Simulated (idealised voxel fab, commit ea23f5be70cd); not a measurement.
Title: Process Module voxel fin reveal
cross-section cut | 250 nm wide | cells 5 nm
When this document writes out a cross-section, it uses a grid of square cells and lists it as bands, beginning at the top and moving down, with a band standing for one or more rows of cells. For a band, the entry starts with two heights in nm, that of the top and then that of the bottom, and carries on with the band's materials in order from left to right, each alongside its width in nm; the word "edge to edge" beside a single material means it fills the band edge to edge, and "blank" means empty space. Measure heights from 0. That's the level where, below it, the as-received wafer is all one material. The lowest band is bottomless and extends downward; write it as in "0 -> down". The expression "30->40" gives the width at the extremes of the band, the first number at its top row of cells and the second at its bottom row, with the width changing by equal amounts from each row to the next in between. Step marked "nothing was modified"? Then no cell in the cross-section changed in it. The list in "Voids, fully enclosed" covers empty spaces of 8 cells or more that cannot reach the top through any open way, and it gives each as width x height at distance; the distance is from the left edge, and width, height and distance are in nm. Post-settings text on a step line: simulator's own remark regarding the step. overlay nm: for a step with a mask, the amount by which the mask lay right of where it was planned; a negative amount means left of it.
The following list gives the planned process steps:
1. RECEIVE [material Si]
2. CONFORMAL_DEP [material SiN] [thk nm 10]
3. DIRECTIONAL_DEP [material aC] [thk nm 10]
4. PATTERN [tone cover] [mask id FINS] [material resist] [width nm 15] [pitch nm 40] [thk nm 25] [overlay nm 0]
5. DIRECTIONAL_ETCH [etch materials aC] [depth nm 10]
6. STRIP [etch materials resist]
7. DIRECTIONAL_ETCH [etch materials SiN] [depth nm 10]
8. DIRECTIONAL_ETCH [etch materials Si] [depth nm 40]
9. STRIP [etch materials aC]
10. OXIDIZE [depth nm 5]
11. FILL_DEP [material SiO2] [thk nm 15]
12. CMP [height nm 10]
13. SELECTIVE_ETCH [etch materials SiO2] [depth nm 20]
14. STRIP [etch materials SiN]
First wafer, two in total, run as planned:
Cross-section of the wafer as it came to us, i.e., already through step 1:
* 0 -> down | Si edge to edge
* Voids, fully enclosed: none
Presented here is a cross-section of the wafer after step 2 has been performed:
* 10 -> 0 | SiN edge to edge
* Rest of section, below 0: as before.
Presented here is a cross-section of the wafer after step 3 has been performed:
* 20 -> 10 | aC edge to edge
* Rest of section, below 10: as before.
Presented here is a cross-section of the wafer after step 4 has been performed:
* 45 -> 20 | blank: 95 | resist: 15 | blank: 25 | resist: 15 | blank: 100
* Rest of section, below 20: as before.
Presented here is a cross-section of the wafer after step 5 has been performed:
* 35 -> 20 | blank: 95 | resist: 15 | blank: 25 | resist: 15 | blank: 100
* 20 -> 10 | blank: 95 | aC: 15 | blank: 25 | aC: 15 | blank: 100
* Rest of section, below 10: as before.
Presented here is a cross-section of the wafer after step 6 has been performed:
* 20 -> 10 | blank: 95 | aC: 15 | blank: 25 | aC: 15 | blank: 100
* Rest of section, below 10: as before.
Presented here is a cross-section of the wafer after step 7 has been performed:
* 20 -> 10 | blank: 95 | aC: 15 | blank: 25 | aC: 15 | blank: 100
* 10 -> 0 | blank: 95 | SiN: 15 | blank: 25 | SiN: 15 | blank: 100
* Rest of section, below 0: as before.
Presented here is a cross-section of the wafer after step 8 has been performed:
* 20 -> 10 | blank: 95 | aC: 15 | blank: 25 | aC: 15 | blank: 100
* 10 -> 0 | blank: 95 | SiN: 15 | blank: 25 | SiN: 15 | blank: 100
* 0 -> -40 | blank: 95 | Si: 15 | blank: 25 | Si: 15 | blank: 100
* Rest of section, below -40: as before.
Presented here is a cross-section of the wafer after step 9 has been performed:
* 10 -> 0 | blank: 95 | SiN: 15 | blank: 25 | SiN: 15 | blank: 100
* Rest of section, below 0: as before.
Presented here is a cross-section of the wafer after step 10 has been performed:
* 10 -> 0 | blank: 95 | SiN: 15 | blank: 25 | SiN: 15 | blank: 100
* 0 -> -40 | blank: 95 | SiO2: 5 | Si: 5 | SiO2: 5 | blank: 25 | SiO2: 5 | Si: 5 | SiO2: 5 | blank: 100
* -40 -> -45 | SiO2: 100 | Si: 5 | SiO2: 35 | Si: 5 | SiO2: 105
* Rest of section, below -45: as before.
Presented here is a cross-section of the wafer after step 11 has been performed:
* 25 -> 10 | SiO2 edge to edge
* 10 -> 0 | SiO2: 95 | SiN: 15 | SiO2: 25 | SiN: 15 | SiO2: 100
* 0 -> -45 | SiO2: 100 | Si: 5 | SiO2: 35 | Si: 5 | SiO2: 105
* Rest of section, below -45: as before.
Presented here is a cross-section of the wafer after step 12 has been performed:
* 10 -> 0 | SiO2: 95 | SiN: 15 | SiO2: 25 | SiN: 15 | SiO2: 100
* Rest of section, below 0: as before.
Presented here is a cross-section of the wafer after step 13 has been performed:
* 10 -> 0 | blank: 95 | SiN: 15 | blank: 25 | SiN: 15 | blank: 100
* 0 -> -10 | blank: 100 | Si: 5 | blank: 35 | Si: 5 | blank: 105
* Rest of section, below -10: as before.
Presented here is a cross-section of the wafer after step 14 has been performed:
* 0 -> -10 | blank: 100 | Si: 5 | blank: 35 | Si: 5 | blank: 105
* Rest of section, below -10: as before.
Here the second wafer is described. Its start and its plan were those of the first wafer. Its run contained one mistake. Up to and including step 3, it did exactly what the first wafer did:
Here is the second wafer in cross-section at the point where step 4 of the plan should have been done:
* 45 -> 20 | blank: 90 | resist: 25 | blank: 15 | resist: 25 | blank: 95
* Rest of section, below 20: as before.
Here is the second wafer in cross-section at the point where step 5 of the plan should have been done:
* 35 -> 20 | blank: 90 | resist: 25 | blank: 15 | resist: 25 | blank: 95
* 20 -> 10 | blank: 90 | aC: 25 | blank: 15 | aC: 25 | blank: 95
* Rest of section, below 10: as before.
Here is the second wafer in cross-section at the point where step 6 of the plan should have been done:
* 20 -> 10 | blank: 90 | aC: 25 | blank: 15 | aC: 25 | blank: 95
* Rest of section, below 10: as before.
Here is the second wafer in cross-section at the point where step 7 of the plan should have been done:
* 20 -> 10 | blank: 90 | aC: 25 | blank: 15 | aC: 25 | blank: 95
* 10 -> 0 | blank: 90 | SiN: 25 | blank: 15 | SiN: 25 | blank: 95
* Rest of section, below 0: as before.
Here is the second wafer in cross-section at the point where step 8 of the plan should have been done:
* 20 -> 10 | blank: 90 | aC: 25 | blank: 15 | aC: 25 | blank: 95
* 10 -> 0 | blank: 90 | SiN: 25 | blank: 15 | SiN: 25 | blank: 95
* 0 -> -40 | blank: 90 | Si: 25 | blank: 15 | Si: 25 | blank: 95
* Rest of section, below -40: as before.
Here is the second wafer in cross-section at the point where step 9 of the plan should have been done:
* 10 -> 0 | blank: 90 | SiN: 25 | blank: 15 | SiN: 25 | blank: 95
* Rest of section, below 0: as before.
Here is the second wafer in cross-section at the point where step 10 of the plan should have been done:
* 10 -> 0 | blank: 90 | SiN: 25 | blank: 15 | SiN: 25 | blank: 95
* 0 -> -40 | blank: 90 | SiO2: 5 | Si: 15 | SiO2: 5 | blank: 15 | SiO2: 5 | Si: 15 | SiO2: 5 | blank: 95
* -40 -> -45 | SiO2: 95 | Si: 15 | SiO2: 25 | Si: 15 | SiO2: 100
* Rest of section, below -45: as before.
Here is the second wafer in cross-section at the point where step 11 of the plan should have been done:
* 25 -> 10 | SiO2 edge to edge
* 10 -> 0 | SiO2: 90 | SiN: 25 | SiO2: 15 | SiN: 25 | SiO2: 95
* 0 -> -45 | SiO2: 95 | Si: 15 | SiO2: 25 | Si: 15 | SiO2: 100
* Rest of section, below -45: as before.
Here is the second wafer in cross-section at the point where step 12 of the plan should have been done:
* 10 -> 0 | SiO2: 90 | SiN: 25 | SiO2: 15 | SiN: 25 | SiO2: 95
* Rest of section, below 0: as before.
Here is the second wafer in cross-section at the point where step 13 of the plan should have been done:
* 10 -> 0 | blank: 90 | SiN: 25 | blank: 15 | SiN: 25 | blank: 95
* 0 -> -10 | blank: 95 | Si: 15 | blank: 25 | Si: 15 | blank: 100
* Rest of section, below -10: as before.
Here is the second wafer in cross-section at the point where step 14 of the plan should have been done:
* 0 -> -10 | blank: 95 | Si: 15 | blank: 25 | Si: 15 | blank: 100
* Rest of section, below -10: as before.
Want to know what went wrong? step 4 did not use the planned setting and instead ran as PATTERN [tone cover] [mask id FINS] [material resist] [width nm 25] [pitch nm 40] [thk nm 25] [overlay nm 0]
Heads up, by the end the second wafer has more or fewer cells of some materials compared to the first: 36 more of Si; 28 fewer of SiO2
